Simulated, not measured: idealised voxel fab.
Documented hereafter: the process module known as voxel released beams.
Square cells of 5 nm make up the cross-section cut, whose width is 210 nm.
Bands, listed from the top down, are how a cross-section gets written in this document; the cross-section itself is a grid of square cells, and a band is one or more rows of them. The entry gives the band's vertical extent as a top height and a bottom height in nm, then its horizontal make-up as materials from left to right, each with a width in nm. "air" stands for empty space; a single material marked "edge to edge" fills the band edge to edge. The level at which height equals 0 is the one under which the wafer, as it arrives, is entirely one material. No lower edge exists for the bottom band, which continues downward and is notated as in "top 0, no bottom". It should be noted that a width expressed as "30 to 40" varies in equal increments from row to row of cells within the band, taking the value of the first number at the top row and that of the second number at the bottom row. "changes: none" -> step changed no cross-section cell. "Enclosed cavity list" means: voids of 8 cells or more that are shut off from the top with no open way through. Written width x height at distance, distance from the left edge, in nm. Whatever follows a step's settings on its line is a remark the simulator itself makes about that step. The "overlay nm" setting may appear on a step's line; for a step that uses a mask, it gives how far to the right of its planned position the mask lay, and a negative value indicates the left.

**Process steps - plan**
| 1 | RECEIVE: material Si |
| 2 | CONFORMAL_DEP: material Al2O3, thk nm 10 |
| 3 | DIRECTIONAL_DEP: material SiO2, thk nm 10 |
| 4 | PATTERN: tone open, mask id ANCHOR, material resist, width nm 35, thk nm 15, overlay nm 0 |
| 5 | DIRECTIONAL_ETCH: etch materials SiO2, depth nm 10 |
| 6 | STRIP: etch materials resist |
| 7 | CONFORMAL_DEP: material SiN, thk nm 15 |
| 8 | PATTERN: tone cover, mask id BEAM, material resist, width nm 105, thk nm 15, overlay nm 0 |
| 9 | DIRECTIONAL_ETCH: etch materials SiN, depth nm 15 |
| 10 | STRIP: etch materials resist |
| 11 | STRIP: etch materials SiO2 |

**First out of two wafers; run went to plan**

**Incoming wafer in cross-section (state: after step 1)**
top 0, no bottom  Si edge to edge
Enclosed cavity list: none

**You're looking at a cross-section of the wafer after step 2**
top 10, bottom 0  Al2O3 edge to edge
Note: structure below 0 unchanged.

**You're looking at a cross-section of the wafer after step 3**
top 20, bottom 10  SiO2 edge to edge
Note: structure below 10 unchanged.

**You're looking at a cross-section of the wafer after step 4**
top 35, bottom 20  resist 55, air 35, resist 120
Note: structure below 20 unchanged.

**You're looking at a cross-section of the wafer after step 5**
top 35, bottom 20  resist 55, air 35, resist 120
top 20, bottom 10  SiO2 55, air 35, SiO2 120
Note: structure below 10 unchanged.

**You're looking at a cross-section of the wafer after step 6**
top 20, bottom 10  SiO2 55, air 35, SiO2 120
Note: structure below 10 unchanged.

**You're looking at a cross-section of the wafer after step 7**
top 35, bottom 25  SiN 70, air 5, SiN 135
top 25, bottom 20  SiN edge to edge
top 20, bottom 10  SiO2 55, SiN 35, SiO2 120
Note: structure below 10 unchanged.

**You're looking at a cross-section of the wafer after step 8**
top 50, bottom 35  air 50, resist 105, air 55
top 35, bottom 25  SiN 70, resist 5, SiN 135
Note: structure below 25 unchanged.

**You're looking at a cross-section of the wafer after step 9**
top 50, bottom 35  air 50, resist 105, air 55
top 35, bottom 25  air 50, SiN 20, resist 5, SiN 80, air 55
top 25, bottom 20  air 50, SiN 105, air 55
Note: structure below 20 unchanged.

**You're looking at a cross-section of the wafer after step 10**
top 35, bottom 25  air 50, SiN 20, air 5, SiN 80, air 55
Note: structure below 25 unchanged.

**You're looking at a cross-section of the wafer after step 11**
top 35, bottom 25  air 50, SiN 20, air 5, SiN 80, air 55
top 25, bottom 20  air 50, SiN 105, air 55
top 20, bottom 10  air 55, SiN 35, air 120
Note: structure below 10 unchanged.

**Here the second wafer is described. Its start and its plan were those of the first wafer. Its run contained one mistake. Up to and including step 6, it did exactly what the first wafer did**

**Cross-section of the second wafer when, according to plan, step 7 should have finished**
top 50, bottom 20  SiN edge to edge
top 20, bottom 10  SiO2 55, SiN 35, SiO2 120
Note: structure below 10 unchanged.

**Cross-section of the second wafer when, according to plan, step 8 should have finished**
top 65, bottom 50  air 50, resist 105, air 55
Note: structure below 50 unchanged.

**Cross-section of the second wafer when, according to plan, step 9 should have finished**
top 65, bottom 50  air 50, resist 105, air 55
top 50, bottom 35  air 50, SiN 105, air 55
Note: structure below 35 unchanged.

**Cross-section of the second wafer when, according to plan, step 10 should have finished**
top 50, bottom 35  air 50, SiN 105, air 55
Note: structure below 35 unchanged.

Cross-section of the second wafer when, according to plan, step 11 should have finished: changes: none
What was the processing mistake? it should be noted that step 7 of the plan was executed twice
Per the end-of-run cell counts, the second wafer holds more or fewer of some materials than the first: 128 more of SiN, 70 more of SiO2
